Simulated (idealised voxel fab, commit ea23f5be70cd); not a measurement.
The process module presented herein is designated voxel wiring stack.
The width of the displayed cross-section, cut, is 260 nm; its cells are square, with a size of 5 nm.
Throughout this document, each cross-section is represented as a grid of square cells and is presented as a sequence of bands enumerated from the top downward, where a band comprises one or more rows of cells.
This entry defines a band. It first specifies the height of the band's top and the height of its bottom in nm, and then specifies the band's materials from left to right, stating each material with its width in nm. The word "everywhere" identifies a single material that fills the band from edge to edge, while the word "empty" identifies empty space.
Measure heights from 0. That's the level where, below it, the as-received wafer is all one material. The lowest band is bottomless and extends downward; write it as in "from 0 down".
The expression "30 to 40" gives the width at the extremes of the band, the first number at its top row of cells and the second at its bottom row, with the width changing by equal amounts from each row to the next in between.
When a step is marked "no alteration", none of the cells in the cross-section changed during that step.
"Voids lacking openings" lists enclosed empty spaces (at least 8 cells, no open path upward to the top), each as width x height at distance from the left edge, in nm.
Past the settings on a step's line: simulator remark, on that step.
When a step includes a mask, the "overlay nm" setting on its line states how far to the right of its planned place that mask lay, and negative values state how far to the left.

Steps planned for the process
- 1: op RECEIVE | material Si
- 2: op CONFORMAL_DEP | material SiO2 | thk nm 10
- 3: op DIRECTIONAL_DEP | material TiN | thk nm 5
- 4: op DIRECTIONAL_DEP | material Ru | thk nm 20
- 5: op PATTERN | tone cover | mask id METAL_1 | material resist | width nm 30 | pitch nm 50 | thk nm 20 | overlay nm 0
- 6: op DIRECTIONAL_ETCH | etch materials Ru | depth nm 20
- 7: op DIRECTIONAL_ETCH | etch materials TiN | depth nm 5
- 8: op STRIP | etch materials resist
- 9: op FILL_DEP | material SiO2 | thk nm 5
- 10: op CMP | height nm 35
- 11: op CONFORMAL_DEP | material SiCN | thk nm 5
- 12: op DIRECTIONAL_DEP | material SiO2 | thk nm 10
- 13: op DIRECTIONAL_DEP | material aC | thk nm 10
- 14: op PATTERN | tone open | mask id PLUG_1 | material resist | width nm 15 | pitch nm 50 | thk nm 25 | overlay nm 0
- 15: op DIRECTIONAL_ETCH | etch materials aC | depth nm 10
- 16: op STRIP | etch materials resist
- 17: op DIRECTIONAL_ETCH | etch materials SiO2 | depth nm 10
- 18: op DIRECTIONAL_ETCH | etch materials SiCN | depth nm 5
- 19: op STRIP | etch materials aC
- 20: op EPI | material Ru | thk nm 10
- 21: op EPI | material Ru | thk nm 5
- 22: op DIRECTIONAL_DEP | material TiN | thk nm 5
- 23: op DIRECTIONAL_DEP | material Ru | thk nm 25
- 24: op DIRECTIONAL_DEP | material aC | thk nm 10
- 25: op PATTERN | tone cover | mask id METAL_2 | material resist | width nm 30 | pitch nm 50 | thk nm 30 | overlay nm 0
- 26: op DIRECTIONAL_ETCH | etch materials aC | depth nm 10
- 27: op STRIP | etch materials resist
- 28: op DIRECTIONAL_ETCH | etch materials Ru | depth nm 25
- 29: op DIRECTIONAL_ETCH | etch materials TiN | depth nm 5
- 30: op STRIP | etch materials aC
- 31: op FILL_DEP | material SiO2 | thk nm 10
- 32: op CMP | height nm 80
- 33: op CONFORMAL_DEP | material SiCN | thk nm 5
- 34: op DIRECTIONAL_DEP | material lowk | thk nm 25
- 35: op DIRECTIONAL_DEP | material aC | thk nm 15
- 36: op PATTERN | tone open | mask id METAL_3_HOLES | material resist | width nm 15 | pitch nm 50 | thk nm 35 | overlay nm 0
- 37: op DIRECTIONAL_ETCH | etch materials aC | depth nm 15
- 38: op STRIP | etch materials resist
- 39: op DIRECTIONAL_ETCH | etch materials lowk | depth nm 25
- 40: op STRIP | etch materials aC
- 41: op DIRECTIONAL_DEP | material aC | thk nm 10
- 42: op PATTERN | tone open | mask id METAL_3 | material resist | width nm 30 | pitch nm 50 | thk nm 25 | overlay nm 0
- 43: op DIRECTIONAL_ETCH | etch materials aC | depth nm 10
- 44: op STRIP | etch materials resist
- 45: op DIRECTIONAL_ETCH | etch materials lowk | depth nm 15
- 46: op DIRECTIONAL_ETCH | etch materials SiCN | depth nm 5
- 47: op STRIP | etch materials aC
- 48: op CONFORMAL_DEP | material TiN | thk nm 5
- 49: op FILL_DEP | material Cu | thk nm 5
- 50: op CMP | height nm 110
- 51: op CONFORMAL_DEP | material SiCN | thk nm 5
- 52: op DIRECTIONAL_DEP | material SiO2 | thk nm 15
- 53: op DIRECTIONAL_DEP | material aC | thk nm 10
- 54: op PATTERN | tone open | mask id PLUG_3 | material resist | width nm 15 | pitch nm 50 | thk nm 25 | overlay nm 0
- 55: op DIRECTIONAL_ETCH | etch materials aC | depth nm 10
- 56: op STRIP | etch materials resist
- 57: op DIRECTIONAL_ETCH | etch materials SiO2 | depth nm 15
- 58: op DIRECTIONAL_ETCH | etch materials SiCN | depth nm 5
- 59: op STRIP | etch materials aC
- 60: op EPI | material Ru | thk nm 10
- 61: op EPI | material Ru | thk nm 10
- 62: op DIRECTIONAL_DEP | material TiN | thk nm 5
- 63: op DIRECTIONAL_DEP | material Ru | thk nm 20
- 64: op MASKED_ETCH | tone cover | mask id METAL_4 | width nm 30 | pitch nm 50 | etch materials Ru | depth nm 20 | overlay nm 0
- 65: op MASKED_ETCH | tone cover | mask id METAL_4 | width nm 30 | pitch nm 50 | etch materials TiN | depth nm 5 | overlay nm 0
- 66: op FILL_DEP | material SiO2 | thk nm 5
- 67: op CMP | height nm 155
- 68: op CONFORMAL_DEP | material SiCN | thk nm 5
Across this set of wafers, the varied parameter is the width nm of step 14. Starting conditions are identical for every wafer, and the plan reports the value assigned to the first wafer.

This is how the first of several wafers looked in cross-section when it arrived, which is after step 1
  from 0 down: Si everywhere
  Voids lacking openings: none

Basically each wafer gets a line in the table, showing it at the end of the module: material by material, the cells it gained (+) or lost (-) since we got it, then its closed voids
width nm 15, +44 Cu, +396 Ru, +172 SiCN, +752 SiO2, +136 TiN, +164 lowk, Voids lacking openings: none
width nm 20, +44 Cu, +408 Ru, +168 SiCN, +744 SiO2, +136 TiN, +164 lowk, Voids lacking openings: none
width nm 25, +44 Cu, +420 Ru, +164 SiCN, +736 SiO2, +136 TiN, +164 lowk, Voids lacking openings: none
width nm 30, +44 Cu, +432 Ru, +160 SiCN, +728 SiO2, +136 TiN, +164 lowk, Voids lacking openings: none
